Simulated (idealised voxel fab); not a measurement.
The name of this process module is voxel lift off.
The cross-section shown here is cut; it is 280 nm wide and divided into square cells measuring 5 nm on a side.
Bands, listed from the top down, are how a cross-section gets written in this document; the cross-section itself is a grid of square cells, and a band is one or more rows of them.
Look at the band entry: it leads with the top's height and the bottom's height in nm. Then it lists the materials left to right, with a width in nm for each. The word "throughout" on a single material says that material fills the band edge to edge. The word "empty" is empty space.
Counting heights begins at 0, where everything beneath is, in the wafer as received, one material. The lowest band has no bottom; it goes on downwards, as "z 0 and below" shows.
Quick explanation for "30 to 40": the width changes in equal steps down the rows of cells, from the first number in the band's top row to the second number in its bottom row.
"nothing changed" -> step changed no cross-section cell.
For the entry "Voids, sealed", the listed items are empty spaces with no open way to the top whose size is 8 cells or more; each item follows the pattern width x height at distance, where distance is from the left edge and all three are in nm.
Where a step's line continues beyond its settings, the continuation is a remark by the simulator itself on that step.
overlay nm: how far to the right of its planned place the mask lay on this masked step (negative: to the left).

# plan
1,RECEIVE, material Si
2,CONFORMAL_DEP, material SiN, thk nm 10
3,PATTERN, tone open, mask id LINES, material resist, width nm 15, pitch nm 35, thk nm 25, overlay nm 0
4,DIRECTIONAL_DEP, material Ru, thk nm 10
5,STRIP, etch materials resist
6,CONFORMAL_DEP, material SiO2, thk nm 5

# The cross-section here shows the wafer as received, i.e. in its state after step 1
	z 0 and below: Si throughout
	Voids, sealed: none

# Starting structure and process plan are as shown above, but one mistake was made in running the module; the wafer cross-section at the end of the module follows
	z 15 to 10: SiO2 throughout
	z 10 to 0: SiN throughout
	z 0 and below: Si throughout
	Voids, sealed: none
Where did the run depart from the plan? step 4 was left out
